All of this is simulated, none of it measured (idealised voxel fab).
Proc. module: voxel trench capacitor
Cross-sectional view cut (width: 245 nm; square cell size: 5 nm).
Reading order for cross-sections: top band down to bottom band. Underlying form: a grid of square cells. Band size: one or more rows of cells. Top height, bottom height, nm. Materials left to right, width each, nm. Single material + "edge to edge" = fills band edge to edge. "blank" = empty. Height 0 is the level under which the wafer as received is all one material. The lowest band goes on downwards, as in "0 and below". Note: "30->40" means the width goes from the first number (top row of the band) to the second number (bottom row) in equal steps per row of cells. The cross-section has no changed cell in any step marked "all unchanged". So "Trapped cavities" is basically the list of trapped voids: any empty space of 8 cells or more that can't reach the top through an opening. They're written width x height at distance, the distance being from the left edge, and it's all nm. Whatever follows a step's settings on its line is a remark the simulator itself makes about that step. overlay nm: right-of-plan distance of the mask on a masked step; negative values mean left-of-plan.

The process steps that were planned are listed below:
1: op RECEIVE | material Si
2: op CONFORMAL_DEP | material SiN | thk nm 10
3: op DIRECTIONAL_DEP | material aC | thk nm 10
4: op PATTERN | tone open | mask id TRENCH | material resist | width nm 15 | pitch nm 40 | thk nm 30 | overlay nm 0
5: op DIRECTIONAL_ETCH | etch materials aC | depth nm 10
6: op STRIP | etch materials resist
7: op DIRECTIONAL_ETCH | etch materials SiN | depth nm 10
8: op DIRECTIONAL_ETCH | etch materials Si | depth nm 35
9: op STRIP | etch materials aC
10: op CONFORMAL_DEP | material Al2O3 | thk nm 5
11: op FILL_DEP | material polySi | thk nm 10
12: op CMP | height nm 10

Cross-section: wafer on arrival = after step 1:
> 0 and below: Si edge to edge
> Trapped cavities: none

One mistake in running the module, otherwise start and plan as above: cross-section at the end:
> 10 down to 0: 70 nm polySi; 5 nm Al2O3; 15 nm SiN; 5 nm Al2O3; 15 nm polySi; 5 nm Al2O3; 15 nm SiN; 5 nm Al2O3; 15 nm polySi; 5 nm Al2O3; 15 nm SiN; 5 nm Al2O3; 70 nm polySi
> 0 down to -30: 70 nm polySi; 5 nm Al2O3; 15 nm Si; 5 nm Al2O3; 15 nm polySi; 5 nm Al2O3; 15 nm Si; 5 nm Al2O3; 15 nm polySi; 5 nm Al2O3; 15 nm Si; 5 nm Al2O3; 70 nm polySi
> -30 down to -35: 75 nm Al2O3; 15 nm Si; 25 nm Al2O3; 15 nm Si; 25 nm Al2O3; 15 nm Si; 75 nm Al2O3
> -35 and below: Si edge to edge
> Trapped cavities: none
What went wrong in running the wafer? in deviation from the planned setting, step 4 was conducted as op PATTERN | tone cover | mask id TRENCH | material resist | width nm 15 | pitch nm 40 | thk nm 30 | overlay nm 0
